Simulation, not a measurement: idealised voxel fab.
The following is a process module called voxel transistor to metal.
This is section cut - it's 280 nm across, gridded in 5 nm square cells.
Heads up, the way a cross-section reads in here is a grid of square cells, handed over as bands from the top down, with every band being one or more rows of cells.
Read a band's entry like this: the first values are the height of its top and the height of its bottom in nm, and what follows is the sequence of materials from left to right, each with its width in nm. Note that "blank" is empty space, and that a single material marked "throughout" reaches across the band from edge to edge.
Counting heights begins at 0, where everything beneath is, in the wafer as received, one material. The lowest band has no bottom; it goes on downwards, as "top 0, no bottom" shows.
A two-number width, for instance "30->40", indicates that the width is equal to the first number in the top row of the band and to the second number in the bottom row, and that it changes by a constant amount per row of cells.
The designation "left unchanged", where it is given for a processing step, indicates that no cell of the cross-section was altered in the course of that step.
Under "Fully sealed cavities" you'll find the enclosed gaps, the ones with no way out to the top, that are 8 cells or bigger; each reads width x height at distance, with distance counted from the left edge, everything in nm.
Note: text after step settings on the step line = simulator remark on that step.
overlay nm: on a step with a mask, how far right of its planned place the mask lay; negative means left.
If you're wondering how to read the rest of this, here's the deal. It's pairs of cross-sections: one from before a process step, one from after it. The after one is only drawn as far down as the lowest band that changed. Right under each pair you'll see which step sits between them and what its settings were. Don't read the pairs as one continuous story, though. They can come from different runs of this module on the same starting wafer, and a pair only carries on from the one above it where its entry headed "Pre-step snapshot" says so.

Pre-step snapshot:
top 80, bottom 60  35 of resist / 25 of blank / 30 of resist / 25 of blank / 45 of resist / 25 of blank / 30 of resist / 25 of blank / 40 of resist
top 60, bottom 45  35 of aC / 25 of blank / 30 of aC / 25 of blank / 45 of aC / 25 of blank / 30 of aC / 25 of blank / 40 of aC
top 45, bottom 30  SiO2 throughout
top 30, bottom 20  50 of SiO2 / 10 of SiN / 5 of SiO2 / 20 of SiCN / 5 of SiO2 / 10 of SiN / 75 of SiO2 / 10 of SiN / 5 of SiO2 / 20 of SiCN / 5 of SiO2 / 10 of SiN / 55 of SiO2
top 20, bottom 5  50 of SiO2 / 10 of SiN / 5 of SiO2 / 20 of polySi / 5 of SiO2 / 10 of SiN / 75 of SiO2 / 10 of SiN / 5 of SiO2 / 20 of polySi / 5 of SiO2 / 10 of SiN / 55 of SiO2
top 5, bottom 0  40 of SiO2 / 10 of SiGe / 10 of SiN / 5 of SiO2 / 20 of polySi / 5 of SiO2 / 10 of SiN / 10 of SiGe / 55 of SiO2 / 10 of SiGe / 10 of SiN / 5 of SiO2 / 20 of polySi / 5 of SiO2 / 10 of SiN / 10 of SiGe / 45 of SiO2
top 0, bottom -5  15 of SiO2 / 10 of SiN / 25 of SiGe / 50 of SiO2 / 25 of SiGe / 10 of SiN / 5 of SiO2 / 10 of SiN / 25 of SiGe / 50 of SiO2 / 25 of SiGe / 10 of SiN / 20 of SiO2
top -5, bottom -10  30 of SiO2 / 20 of SiGe / 50 of Si / 20 of SiGe / 35 of SiO2 / 20 of SiGe / 50 of Si / 20 of SiGe / 35 of SiO2
top -10, bottom -45  30 of SiO2 / 90 of Si / 35 of SiO2 / 90 of Si / 35 of SiO2
top -45, no bottom  Si throughout
Fully sealed cavities: none

Post-Step Cross-Section:
top 60, bottom 45  35 of aC / 25 of blank / 30 of aC / 25 of blank / 45 of aC / 25 of blank / 30 of aC / 25 of blank / 40 of aC
Unchanged below 45.
Fully sealed cavities: none
The cross-sections above show the structure before and after this step: STRIP (etch materials resist)

Pre-step snapshot: This step starts from the configuration shown after the step in the pair immediately above.

Post-Step Cross-Section:
top 60, bottom 45  35 of aC / 25 of blank / 30 of aC / 25 of blank / 45 of aC / 25 of blank / 30 of aC / 25 of blank / 40 of aC
top 45, bottom 30  35 of SiO2 / 25 of blank / 30 of SiO2 / 25 of blank / 45 of SiO2 / 25 of blank / 30 of SiO2 / 25 of blank / 40 of SiO2
top 30, bottom 20  35 of SiO2 / 15 of blank / 10 of SiN / 5 of SiO2 / 20 of SiCN / 5 of SiO2 / 10 of SiN / 15 of blank / 45 of SiO2 / 15 of blank / 10 of SiN / 5 of SiO2 / 20 of SiCN / 5 of SiO2 / 10 of SiN / 15 of blank / 40 of SiO2
top 20, bottom 5  35 of SiO2 / 15 of blank / 10 of SiN / 5 of SiO2 / 20 of polySi / 5 of SiO2 / 10 of SiN / 15 of blank / 45 of SiO2 / 15 of blank / 10 of SiN / 5 of SiO2 / 20 of polySi / 5 of SiO2 / 10 of SiN / 15 of blank / 40 of SiO2
top 5, bottom 0  35 of SiO2 / 5 of blank / 10 of SiGe / 10 of SiN / 5 of SiO2 / 20 of polySi / 5 of SiO2 / 10 of SiN / 10 of SiGe / 5 of blank / 45 of SiO2 / 5 of blank / 10 of SiGe / 10 of SiN / 5 of SiO2 / 20 of polySi / 5 of SiO2 / 10 of SiN / 10 of SiGe / 5 of blank / 40 of SiO2
Unchanged below 0.
Fully sealed cavities: none
The cross-sections above show the structure before and after this step: DIRECTIONAL_ETCH (etch materials SiO2; depth nm 50)

Pre-step snapshot: This step starts from the configuration shown after the step in the pair immediately above.

Post-Step Cross-Section:
top 45, bottom 30  35 of SiO2 / 25 of blank / 30 of SiO2 / 25 of blank / 45 of SiO2 / 25 of blank / 30 of SiO2 / 25 of blank / 40 of SiO2
Unchanged below 30.
Fully sealed cavities: none
The cross-sections above show the structure before and after this step: STRIP (etch materials aC)

Pre-step snapshot: This step starts from the configuration shown after the step in the pair immediately above.

Post-Step Cross-Section:
top 50, bottom 45  40 of TiN / 15 of blank / 40 of TiN / 15 of blank / 55 of TiN / 15 of blank / 40 of TiN / 15 of blank / 45 of TiN
top 45, bottom 35  35 of SiO2 / 5 of TiN / 15 of blank / 5 of TiN / 30 of SiO2 / 5 of TiN / 15 of blank / 5 of TiN / 45 of SiO2 / 5 of TiN / 15 of blank / 5 of TiN / 30 of SiO2 / 5 of TiN / 15 of blank / 5 of TiN / 40 of SiO2
top 35, bottom 30  35 of SiO2 / 5 of TiN / 5 of blank / 15 of TiN / 30 of SiO2 / 15 of TiN / 5 of blank / 5 of TiN / 45 of SiO2 / 5 of TiN / 5 of blank / 15 of TiN / 30 of SiO2 / 15 of TiN / 5 of blank / 5 of TiN / 40 of SiO2
top 30, bottom 20  35 of SiO2 / 5 of TiN / 5 of blank / 5 of TiN / 10 of SiN / 5 of SiO2 / 20 of SiCN / 5 of SiO2 / 10 of SiN / 5 of TiN / 5 of blank / 5 of TiN / 45 of SiO2 / 5 of TiN / 5 of blank / 5 of TiN / 10 of SiN / 5 of SiO2 / 20 of SiCN / 5 of SiO2 / 10 of SiN / 5 of TiN / 5 of blank / 5 of TiN / 40 of SiO2
top 20, bottom 10  35 of SiO2 / 5 of TiN / 5 of blank / 5 of TiN / 10 of SiN / 5 of SiO2 / 20 of polySi / 5 of SiO2 / 10 of SiN / 5 of TiN / 5 of blank / 5 of TiN / 45 of SiO2 / 5 of TiN / 5 of blank / 5 of TiN / 10 of SiN / 5 of SiO2 / 20 of polySi / 5 of SiO2 / 10 of SiN / 5 of TiN / 5 of blank / 5 of TiN / 40 of SiO2
top 10, bottom 5  35 of SiO2 / 15 of TiN / 10 of SiN / 5 of SiO2 / 20 of polySi / 5 of SiO2 / 10 of SiN / 15 of TiN / 45 of SiO2 / 15 of TiN / 10 of SiN / 5 of SiO2 / 20 of polySi / 5 of SiO2 / 10 of SiN / 15 of TiN / 40 of SiO2
top 5, bottom 0  35 of SiO2 / 5 of TiN / 10 of SiGe / 10 of SiN / 5 of SiO2 / 20 of polySi / 5 of SiO2 / 10 of SiN / 10 of SiGe / 5 of TiN / 45 of SiO2 / 5 of TiN / 10 of SiGe / 10 of SiN / 5 of SiO2 / 20 of polySi / 5 of SiO2 / 10 of SiN / 10 of SiGe / 5 of TiN / 40 of SiO2
Unchanged below 0.
Fully sealed cavities: none
The cross-sections above show the structure before and after this step: CONFORMAL_DEP (material TiN; thk nm 5)

Pre-step snapshot: This step starts from the configuration shown after the step in the pair immediately above.

Post-Step Cross-Section:
top 60, bottom 50  Ru throughout
top 50, bottom 45  40 of TiN / 15 of Ru / 40 of TiN / 15 of Ru / 55 of TiN / 15 of Ru / 40 of TiN / 15 of Ru / 45 of TiN
top 45, bottom 35  35 of SiO2 / 5 of TiN / 15 of Ru / 5 of TiN / 30 of SiO2 / 5 of TiN / 15 of Ru / 5 of TiN / 45 of SiO2 / 5 of TiN / 15 of Ru / 5 of TiN / 30 of SiO2 / 5 of TiN / 15 of Ru / 5 of TiN / 40 of SiO2
top 35, bottom 30  35 of SiO2 / 5 of TiN / 5 of Ru / 15 of TiN / 30 of SiO2 / 15 of TiN / 5 of Ru / 5 of TiN / 45 of SiO2 / 5 of TiN / 5 of Ru / 15 of TiN / 30 of SiO2 / 15 of TiN / 5 of Ru / 5 of TiN / 40 of SiO2
top 30, bottom 20  35 of SiO2 / 5 of TiN / 5 of Ru / 5 of TiN / 10 of SiN / 5 of SiO2 / 20 of SiCN / 5 of SiO2 / 10 of SiN / 5 of TiN / 5 of Ru / 5 of TiN / 45 of SiO2 / 5 of TiN / 5 of Ru / 5 of TiN / 10 of SiN / 5 of SiO2 / 20 of SiCN / 5 of SiO2 / 10 of SiN / 5 of TiN / 5 of Ru / 5 of TiN / 40 of SiO2
top 20, bottom 10  35 of SiO2 / 5 of TiN / 5 of Ru / 5 of TiN / 10 of SiN / 5 of SiO2 / 20 of polySi / 5 of SiO2 / 10 of SiN / 5 of TiN / 5 of Ru / 5 of TiN / 45 of SiO2 / 5 of TiN / 5 of Ru / 5 of TiN / 10 of SiN / 5 of SiO2 / 20 of polySi / 5 of SiO2 / 10 of SiN / 5 of TiN / 5 of Ru / 5 of TiN / 40 of SiO2
Unchanged below 10.
Fully sealed cavities: none
The cross-sections above show the structure before and after this step: FILL_DEP (material Ru; thk nm 10)

Pre-step snapshot: This step starts from the configuration shown after the step in the pair immediately above.

Post-Step Cross-Section:
top 45, bottom 35  35 of SiO2 / 5 of TiN / 15 of Ru / 5 of TiN / 30 of SiO2 / 5 of TiN / 15 of Ru / 5 of TiN / 45 of SiO2 / 5 of TiN / 15 of Ru / 5 of TiN / 30 of SiO2 / 5 of TiN / 15 of Ru / 5 of TiN / 40 of SiO2
Unchanged below 35.
Fully sealed cavities: none
The cross-sections above show the structure before and after this step: CMP (height nm 45)

Pre-step snapshot: This step starts from the configuration shown after the step in the pair immediately above.

Post-Step Cross-Section:
top 50, bottom 45  TiN throughout
Unchanged below 45.
Fully sealed cavities: none
The cross-sections above show the structure before and after this step: DIRECTIONAL_DEP (material TiN; thk nm 5)

Pre-step snapshot: This step starts from the configuration shown after the step in the pair immediately above.

Post-Step Cross-Section:
top 65, bottom 50  Ru throughout
Unchanged below 50.
Fully sealed cavities: none
The cross-sections above show the structure before and after this step: DIRECTIONAL_DEP (material Ru; thk nm 15)

Pre-step snapshot: This step starts from the configuration shown after the step in the pair immediately above.

Post-Step Cross-Section:
top 75, bottom 65  aC throughout
Unchanged below 65.
Fully sealed cavities: none
The cross-sections above show the structure before and after this step: DIRECTIONAL_DEP (material aC; thk nm 10)

Pre-step snapshot: This step starts from the configuration shown after the step in the pair immediately above.

Post-Step Cross-Section:
top 100, bottom 75  35 of blank / 15 of resist / 50 of blank / 15 of resist / 45 of blank / 15 of resist / 50 of blank / 15 of resist / 40 of blank
Unchanged below 75.
Fully sealed cavities: none
The cross-sections above show the structure before and after this step: PATTERN (tone cover; mask id METAL_1; material resist; width nm 15; thk nm 25; overlay nm 0)

Pre-step snapshot: This step starts from the configuration shown after the step in the pair immediately above.

Post-Step Cross-Section:
top 90, bottom 75  35 of blank / 15 of resist / 50 of blank / 15 of resist / 45 of blank / 15 of resist / 50 of blank / 15 of resist / 40 of blank
top 75, bottom 65  35 of blank / 15 of aC / 50 of blank / 15 of aC / 45 of blank / 15 of aC / 50 of blank / 15 of aC / 40 of blank
Unchanged below 65.
Fully sealed cavities: none
The cross-sections above show the structure before and after this step: DIRECTIONAL_ETCH (etch materials aC; depth nm 10)

Pre-step snapshot: This step starts from the configuration shown after the step in the pair immediately above.

Post-Step Cross-Section:
top 75, bottom 65  35 of blank / 15 of aC / 50 of blank / 15 of aC / 45 of blank / 15 of aC / 50 of blank / 15 of aC / 40 of blank
Unchanged below 65.
Fully sealed cavities: none
The cross-sections above show the structure before and after this step: STRIP (etch materials resist)

Pre-step snapshot: This step starts from the configuration shown after the step in the pair immediately above.

Post-Step Cross-Section:
top 75, bottom 65  35 of blank / 15 of aC / 50 of blank / 15 of aC / 45 of blank / 15 of aC / 50 of blank / 15 of aC / 40 of blank
top 65, bottom 50  35 of blank / 15 of Ru / 50 of blank / 15 of Ru / 45 of blank / 15 of Ru / 50 of blank / 15 of Ru / 40 of blank
Unchanged below 50.
Fully sealed cavities: none
The cross-sections above show the structure before and after this step: DIRECTIONAL_ETCH (etch materials Ru; depth nm 15)

Pre-step snapshot: This step starts from the configuration shown after the step in the pair immediately above.

Post-Step Cross-Section:
top 75, bottom 65  35 of blank / 15 of aC / 50 of blank / 15 of aC / 45 of blank / 15 of aC / 50 of blank / 15 of aC / 40 of blank
top 65, bottom 50  35 of blank / 15 of Ru / 50 of blank / 15 of Ru / 45 of blank / 15 of Ru / 50 of blank / 15 of Ru / 40 of blank
top 50, bottom 45  35 of blank / 15 of TiN / 50 of blank / 15 of TiN / 45 of blank / 15 of TiN / 50 of blank / 15 of TiN / 40 of blank
Unchanged below 45.
Fully sealed cavities: none
The cross-sections above show the structure before and after this step: DIRECTIONAL_ETCH (etch materials TiN; depth nm 5)

Pre-step snapshot: This step starts from the configuration shown after the step in the pair immediately above.

Post-Step Cross-Section:
top 65, bottom 50  35 of blank / 15 of Ru / 50 of blank / 15 of Ru / 45 of blank / 15 of Ru / 50 of blank / 15 of Ru / 40 of blank
Unchanged below 50.
Fully sealed cavities: none
The cross-sections above show the structure before and after this step: STRIP (etch materials aC)

Pre-step snapshot: This step starts from the configuration shown after the step in the pair immediately above.

Post-Step Cross-Section:
top 70, bottom 65  30 of blank / 25 of SiCN / 40 of blank / 25 of SiCN / 35 of blank / 25 of SiCN / 40 of blank / 25 of SiCN / 35 of blank
top 65, bottom 50  30 of blank / 5 of SiCN / 15 of Ru / 5 of SiCN / 40 of blank / 5 of SiCN / 15 of Ru / 5 of SiCN / 35 of blank / 5 of SiCN / 15 of Ru / 5 of SiCN / 40 of blank / 5 of SiCN / 15 of Ru / 5 of SiCN / 35 of blank
top 50, bottom 45  35 of SiCN / 15 of TiN / 50 of SiCN / 15 of TiN / 45 of SiCN / 15 of TiN / 50 of SiCN / 15 of TiN / 40 of SiCN
Unchanged below 45.
Fully sealed cavities: none
The cross-sections above show the structure before and after this step: CONFORMAL_DEP (material SiCN; thk nm 5)

Pre-step snapshot: This step starts from the configuration shown after the step in the pair immediately above.

Post-Step Cross-Section:
top 80, bottom 70  lowk throughout
top 70, bottom 65  30 of lowk / 25 of SiCN / 40 of lowk / 25 of SiCN / 35 of lowk / 25 of SiCN / 40 of lowk / 25 of SiCN / 35 of lowk
top 65, bottom 50  30 of lowk / 5 of SiCN / 15 of Ru / 5 of SiCN / 40 of lowk / 5 of SiCN / 15 of Ru / 5 of SiCN / 35 of lowk / 5 of SiCN / 15 of Ru / 5 of SiCN / 40 of lowk / 5 of SiCN / 15 of Ru / 5 of SiCN / 35 of lowk
Unchanged below 50.
Fully sealed cavities: none
The cross-sections above show the structure before and after this step: FILL_DEP (material lowk; thk nm 10)

Pre-step snapshot: This step starts from the configuration shown after the step in the pair immediately above.

Post-Step Cross-Section:
top 65, bottom 50  30 of lowk / 5 of SiCN / 15 of Ru / 5 of SiCN / 40 of lowk / 5 of SiCN / 15 of Ru / 5 of SiCN / 35 of lowk / 5 of SiCN / 15 of Ru / 5 of SiCN / 40 of lowk / 5 of SiCN / 15 of Ru / 5 of SiCN / 35 of lowk
Unchanged below 50.
Fully sealed cavities: none
The cross-sections above show the structure before and after this step: CMP (height nm 65)

Pre-step snapshot: This step starts from the configuration shown after the step in the pair immediately above.

Post-Step Cross-Section:
top 70, bottom 65  SiN throughout
Unchanged below 65.
Fully sealed cavities: none
The cross-sections above show the structure before and after this step: CONFORMAL_DEP (material SiN; thk nm 5)

Pre-step snapshot:
top 80, bottom 70  lowk throughout
top 70, bottom 65  30 of lowk / 25 of SiCN / 40 of lowk / 25 of SiCN / 35 of lowk / 25 of SiCN / 40 of lowk / 25 of SiCN / 35 of lowk
top 65, bottom 50  30 of lowk / 5 of SiCN / 15 of Ru / 5 of SiCN / 40 of lowk / 5 of SiCN / 15 of Ru / 5 of SiCN / 35 of lowk / 5 of SiCN / 15 of Ru / 5 of SiCN / 40 of lowk / 5 of SiCN / 15 of Ru / 5 of SiCN / 35 of lowk
top 50, bottom 45  35 of SiCN / 15 of TiN / 50 of SiCN / 15 of TiN / 45 of SiCN / 15 of TiN / 50 of SiCN / 15 of TiN / 40 of SiCN
top 45, bottom 35  35 of SiO2 / 5 of TiN / 15 of Ru / 5 of TiN / 30 of SiO2 / 5 of TiN / 15 of Ru / 5 of TiN / 45 of SiO2 / 5 of TiN / 15 of Ru / 5 of TiN / 30 of SiO2 / 5 of TiN / 15 of Ru / 5 of TiN / 40 of SiO2
top 35, bottom 30  35 of SiO2 / 5 of TiN / 5 of Ru / 15 of TiN / 30 of SiO2 / 15 of TiN / 5 of Ru / 5 of TiN / 45 of SiO2 / 5 of TiN / 5 of Ru / 15 of TiN / 30 of SiO2 / 15 of TiN / 5 of Ru / 5 of TiN / 40 of SiO2
top 30, bottom 15  35 of SiO2 / 5 of TiN / 5 of Ru / 5 of TiN / 10 of SiN / 5 of SiO2 / 20 of SiCN / 5 of SiO2 / 10 of SiN / 5 of TiN / 5 of Ru / 5 of TiN / 45 of SiO2 / 5 of TiN / 5 of Ru / 5 of TiN / 10 of SiN / 5 of SiO2 / 20 of SiCN / 5 of SiO2 / 10 of SiN / 5 of TiN / 5 of Ru / 5 of TiN / 40 of SiO2
top 15, bottom 5  35 of SiO2 / 5 of TiN / 5 of Ru / 5 of TiN / 10 of SiN / 5 of SiO2 / 20 of polySi / 5 of SiO2 / 10 of SiN / 5 of TiN / 5 of Ru / 5 of TiN / 45 of SiO2 / 5 of TiN / 5 of Ru / 5 of TiN / 10 of SiN / 5 of SiO2 / 20 of polySi / 5 of SiO2 / 10 of SiN / 5 of TiN / 5 of Ru / 5 of TiN / 40 of SiO2
top 5, bottom 0  35 of SiO2 / 15 of TiN / 10 of SiN / 5 of SiO2 / 20 of polySi / 5 of SiO2 / 10 of SiN / 15 of TiN / 45 of SiO2 / 15 of TiN / 10 of SiN / 5 of SiO2 / 20 of polySi / 5 of SiO2 / 10 of SiN / 15 of TiN / 40 of SiO2
top 0, bottom -5  35 of SiO2 / 5 of TiN / 10 of SiGe / 10 of SiN / 5 of SiO2 / 20 of polySi / 5 of SiO2 / 10 of SiN / 10 of SiGe / 5 of TiN / 45 of SiO2 / 5 of TiN / 10 of SiGe / 10 of SiN / 5 of SiO2 / 20 of polySi / 5 of SiO2 / 10 of SiN / 10 of SiGe / 5 of TiN / 40 of SiO2
top -5, bottom -10  25 of SiO2 / 25 of SiGe / 50 of SiO2 / 25 of SiGe / 25 of SiO2 / 25 of SiGe / 50 of SiO2 / 25 of SiGe / 30 of SiO2
top -10, bottom -15  30 of SiO2 / 20 of SiGe / 50 of Si / 20 of SiGe / 35 of SiO2 / 20 of SiGe / 50 of Si / 20 of SiGe / 35 of SiO2
top -15, bottom -45  30 of SiO2 / 90 of Si / 35 of SiO2 / 90 of Si / 35 of SiO2
top -45, no bottom  Si throughout
Fully sealed cavities: none

Post-Step Cross-Section:
top 60, bottom 50  30 of lowk / 5 of SiCN / 15 of Ru / 5 of SiCN / 40 of lowk / 5 of SiCN / 15 of Ru / 5 of SiCN / 35 of lowk / 5 of SiCN / 15 of Ru / 5 of SiCN / 40 of lowk / 5 of SiCN / 15 of Ru / 5 of SiCN / 35 of lowk
Unchanged below 50.
Fully sealed cavities: none
The cross-sections above show the structure before and after this step: CMP (height nm 60)

Pre-step snapshot: This step starts from the configuration shown after the step in the pair immediately above.

Post-Step Cross-Section:
top 65, bottom 60  SiN throughout
Unchanged below 60.
Fully sealed cavities: none
The cross-sections above show the structure before and after this step: CONFORMAL_DEP (material SiN; thk nm 5)

Pre-step snapshot:
top 60, bottom 45  aC throughout
top 45, bottom 30  SiO2 throughout
top 30, bottom 15  50 of SiO2 / 10 of SiN / 5 of SiO2 / 20 of SiCN / 5 of SiO2 / 10 of SiN / 75 of SiO2 / 10 of SiN / 5 of SiO2 / 20 of SiCN / 5 of SiO2 / 10 of SiN / 55 of SiO2
top 15, bottom 0  50 of SiO2 / 10 of SiN / 5 of SiO2 / 20 of polySi / 5 of SiO2 / 10 of SiN / 75 of SiO2 / 10 of SiN / 5 of SiO2 / 20 of polySi / 5 of SiO2 / 10 of SiN / 55 of SiO2
top 0, bottom -5  40 of SiO2 / 10 of SiGe / 10 of SiN / 5 of SiO2 / 20 of polySi / 5 of SiO2 / 10 of SiN / 10 of SiGe / 55 of SiO2 / 10 of SiGe / 10 of SiN / 5 of SiO2 / 20 of polySi / 5 of SiO2 / 10 of SiN / 10 of SiGe / 45 of SiO2
top -5, bottom -10  25 of SiO2 / 25 of SiGe / 50 of SiO2 / 25 of SiGe / 25 of SiO2 / 25 of SiGe / 50 of SiO2 / 25 of SiGe / 30 of SiO2
top -10, bottom -15  30 of SiO2 / 20 of SiGe / 50 of Si / 20 of SiGe / 35 of SiO2 / 20 of SiGe / 50 of Si / 20 of SiGe / 35 of SiO2
top -15, bottom -45  30 of SiO2 / 90 of Si / 35 of SiO2 / 90 of Si / 35 of SiO2
top -45, no bottom  Si throughout
Fully sealed cavities: none

Post-Step Cross-Section:
top 95, bottom 60  30 of resist / 35 of blank / 20 of resist / 35 of blank / 35 of resist / 35 of blank / 20 of resist / 35 of blank / 35 of resist
Unchanged below 60.
Fully sealed cavities: none
The cross-sections above show the structure before and after this step: PATTERN (tone open; mask id CONTACT; material resist; width nm 35; thk nm 35; overlay nm 0)

Pre-step snapshot: This step starts from the configuration shown after the step in the pair immediately above.

Post-Step Cross-Section:
top 80, bottom 60  30 of resist / 35 of blank / 20 of resist / 35 of blank / 35 of resist / 35 of blank / 20 of resist / 35 of blank / 35 of resist
top 60, bottom 45  30 of aC / 35 of blank / 20 of aC / 35 of blank / 35 of aC / 35 of blank / 20 of aC / 35 of blank / 35 of aC
Unchanged below 45.
Fully sealed cavities: none
The cross-sections above show the structure before and after this step: DIRECTIONAL_ETCH (etch materials aC; depth nm 15)

Pre-step snapshot: This step starts from the configuration shown after the step in the pair immediately above.

Post-Step Cross-Section:
top 60, bottom 45  30 of aC / 35 of blank / 20 of aC / 35 of blank / 35 of aC / 35 of blank / 20 of aC / 35 of blank / 35 of aC
Unchanged below 45.
Fully sealed cavities: none
The cross-sections above show the structure before and after this step: STRIP (etch materials resist)

Pre-step snapshot: This step starts from the configuration shown after the step in the pair immediately above.

Post-Step Cross-Section:
top 60, bottom 45  30 of aC / 35 of blank / 20 of aC / 35 of blank / 35 of aC / 35 of blank / 20 of aC / 35 of blank / 35 of aC
top 45, bottom 30  30 of SiO2 / 35 of blank / 20 of SiO2 / 35 of blank / 35 of SiO2 / 35 of blank / 20 of SiO2 / 35 of blank / 35 of SiO2
top 30, bottom 15  30 of SiO2 / 20 of blank / 10 of SiN / 5 of blank / 20 of SiCN / 5 of blank / 10 of SiN / 20 of blank / 35 of SiO2 / 20 of blank / 10 of SiN / 5 of blank / 20 of SiCN / 5 of blank / 10 of SiN / 20 of blank / 35 of SiO2
top 15, bottom 0  30 of SiO2 / 20 of blank / 10 of SiN / 5 of blank / 20 of polySi / 5 of blank / 10 of SiN / 20 of blank / 35 of SiO2 / 20 of blank / 10 of SiN / 5 of blank / 20 of polySi / 5 of blank / 10 of SiN / 20 of blank / 35 of SiO2
top 0, bottom -5  30 of SiO2 / 10 of blank / 10 of SiGe / 10 of SiN / 5 of blank / 20 of polySi / 5 of blank / 10 of SiN / 10 of SiGe / 10 of blank / 35 of SiO2 / 10 of blank / 10 of SiGe / 10 of SiN / 5 of blank / 20 of polySi / 5 of blank / 10 of SiN / 10 of SiGe / 10 of blank / 35 of SiO2
Unchanged below -5.
Fully sealed cavities: none
The cross-sections above show the structure before and after this step: DIRECTIONAL_ETCH (etch materials SiO2; depth nm 50)

Pre-step snapshot: This step starts from the configuration shown after the step in the pair immediately above.

Post-Step Cross-Section:
top 45, bottom 30  30 of SiO2 / 35 of blank / 20 of SiO2 / 35 of blank / 35 of SiO2 / 35 of blank / 20 of SiO2 / 35 of blank / 35 of SiO2
Unchanged below 30.
Fully sealed cavities: none
The cross-sections above show the structure before and after this step: STRIP (etch materials aC)

Pre-step snapshot: This step starts from the configuration shown after the step in the pair immediately above.

Post-Step Cross-Section:
top 50, bottom 45  35 of TiN / 25 of blank / 30 of TiN / 25 of blank / 45 of TiN / 25 of blank / 30 of TiN / 25 of blank / 40 of TiN
top 45, bottom 35  30 of SiO2 / 5 of TiN / 25 of blank / 5 of TiN / 20 of SiO2 / 5 of TiN / 25 of blank / 5 of TiN / 35 of SiO2 / 5 of TiN / 25 of blank / 5 of TiN / 20 of SiO2 / 5 of TiN / 25 of blank / 5 of TiN / 35 of SiO2
top 35, bottom 30  30 of SiO2 / 5 of TiN / 10 of blank / 20 of TiN / 20 of SiO2 / 20 of TiN / 10 of blank / 5 of TiN / 35 of SiO2 / 5 of TiN / 10 of blank / 20 of TiN / 20 of SiO2 / 20 of TiN / 10 of blank / 5 of TiN / 35 of SiO2
top 30, bottom 15  30 of SiO2 / 5 of TiN / 10 of blank / 5 of TiN / 10 of SiN / 5 of TiN / 20 of SiCN / 5 of TiN / 10 of SiN / 5 of TiN / 10 of blank / 5 of TiN / 35 of SiO2 / 5 of TiN / 10 of blank / 5 of TiN / 10 of SiN / 5 of TiN / 20 of SiCN / 5 of TiN / 10 of SiN / 5 of TiN / 10 of blank / 5 of TiN / 35 of SiO2
top 15, bottom 5  30 of SiO2 / 5 of TiN / 10 of blank / 5 of TiN / 10 of SiN / 5 of TiN / 20 of polySi / 5 of TiN / 10 of SiN / 5 of TiN / 10 of blank / 5 of TiN / 35 of SiO2 / 5 of TiN / 10 of blank / 5 of TiN / 10 of SiN / 5 of TiN / 20 of polySi / 5 of TiN / 10 of SiN / 5 of TiN / 10 of blank / 5 of TiN / 35 of SiO2
top 5, bottom 0  30 of SiO2 / 20 of TiN / 10 of SiN / 5 of TiN / 20 of polySi / 5 of TiN / 10 of SiN / 20 of TiN / 35 of SiO2 / 20 of TiN / 10 of SiN / 5 of TiN / 20 of polySi / 5 of TiN / 10 of SiN / 20 of TiN / 35 of SiO2
top 0, bottom -5  30 of SiO2 / 10 of TiN / 10 of SiGe / 10 of SiN / 5 of TiN / 20 of polySi / 5 of TiN / 10 of SiN / 10 of SiGe / 10 of TiN / 35 of SiO2 / 10 of TiN / 10 of SiGe / 10 of SiN / 5 of TiN / 20 of polySi / 5 of TiN / 10 of SiN / 10 of SiGe / 10 of TiN / 35 of SiO2
Unchanged below -5.
Fully sealed cavities: none
The cross-sections above show the structure before and after this step: CONFORMAL_DEP (material TiN; thk nm 5)

Pre-step snapshot: This step starts from the configuration shown after the step in the pair immediately above.

Post-Step Cross-Section:
top 60, bottom 50  Ru throughout
top 50, bottom 45  35 of TiN / 25 of Ru / 30 of TiN / 25 of Ru / 45 of TiN / 25 of Ru / 30 of TiN / 25 of Ru / 40 of TiN
top 45, bottom 35  30 of SiO2 / 5 of TiN / 25 of Ru / 5 of TiN / 20 of SiO2 / 5 of TiN / 25 of Ru / 5 of TiN / 35 of SiO2 / 5 of TiN / 25 of Ru / 5 of TiN / 20 of SiO2 / 5 of TiN / 25 of Ru / 5 of TiN / 35 of SiO2
top 35, bottom 30  30 of SiO2 / 5 of TiN / 10 of Ru / 20 of TiN / 20 of SiO2 / 20 of TiN / 10 of Ru / 5 of TiN / 35 of SiO2 / 5 of TiN / 10 of Ru / 20 of TiN / 20 of SiO2 / 20 of TiN / 10 of Ru / 5 of TiN / 35 of SiO2
top 30, bottom 15  30 of SiO2 / 5 of TiN / 10 of Ru / 5 of TiN / 10 of SiN / 5 of TiN / 20 of SiCN / 5 of TiN / 10 of SiN / 5 of TiN / 10 of Ru / 5 of TiN / 35 of SiO2 / 5 of TiN / 10 of Ru / 5 of TiN / 10 of SiN / 5 of TiN / 20 of SiCN / 5 of TiN / 10 of SiN / 5 of TiN / 10 of Ru / 5 of TiN / 35 of SiO2
top 15, bottom 5  30 of SiO2 / 5 of TiN / 10 of Ru / 5 of TiN / 10 of SiN / 5 of TiN / 20 of polySi / 5 of TiN / 10 of SiN / 5 of TiN / 10 of Ru / 5 of TiN / 35 of SiO2 / 5 of TiN / 10 of Ru / 5 of TiN / 10 of SiN / 5 of TiN / 20 of polySi / 5 of TiN / 10 of SiN / 5 of TiN / 10 of Ru / 5 of TiN / 35 of SiO2
Unchanged below 5.
Fully sealed cavities: none
The cross-sections above show the structure before and after this step: FILL_DEP (material Ru; thk nm 10)

Pre-step snapshot: This step starts from the configuration shown after the step in the pair immediately above.

Post-Step Cross-Section:
top 45, bottom 35  30 of SiO2 / 5 of TiN / 25 of Ru / 5 of TiN / 20 of SiO2 / 5 of TiN / 25 of Ru / 5 of TiN / 35 of SiO2 / 5 of TiN / 25 of Ru / 5 of TiN / 20 of SiO2 / 5 of TiN / 25 of Ru / 5 of TiN / 35 of SiO2
Unchanged below 35.
Fully sealed cavities: none
The cross-sections above show the structure before and after this step: CMP (height nm 45)

Pre-step snapshot: This step starts from the configuration shown after the step in the pair immediately above.

Post-Step Cross-Section:
top 50, bottom 45  TiN throughout
Unchanged below 45.
Fully sealed cavities: none
The cross-sections above show the structure before and after this step: DIRECTIONAL_DEP (material TiN; thk nm 5)

Pre-step snapshot: This step starts from the configuration shown after the step in the pair immediately above.

Post-Step Cross-Section:
top 65, bottom 50  Ru throughout
Unchanged below 50.
Fully sealed cavities: none
The cross-sections above show the structure before and after this step: DIRECTIONAL_DEP (material Ru; thk nm 15)

Pre-step snapshot: This step starts from the configuration shown after the step in the pair immediately above.

Post-Step Cross-Section:
top 75, bottom 65  aC throughout
Unchanged below 65.
Fully sealed cavities: none
The cross-sections above show the structure before and after this step: DIRECTIONAL_DEP (material aC; thk nm 10)
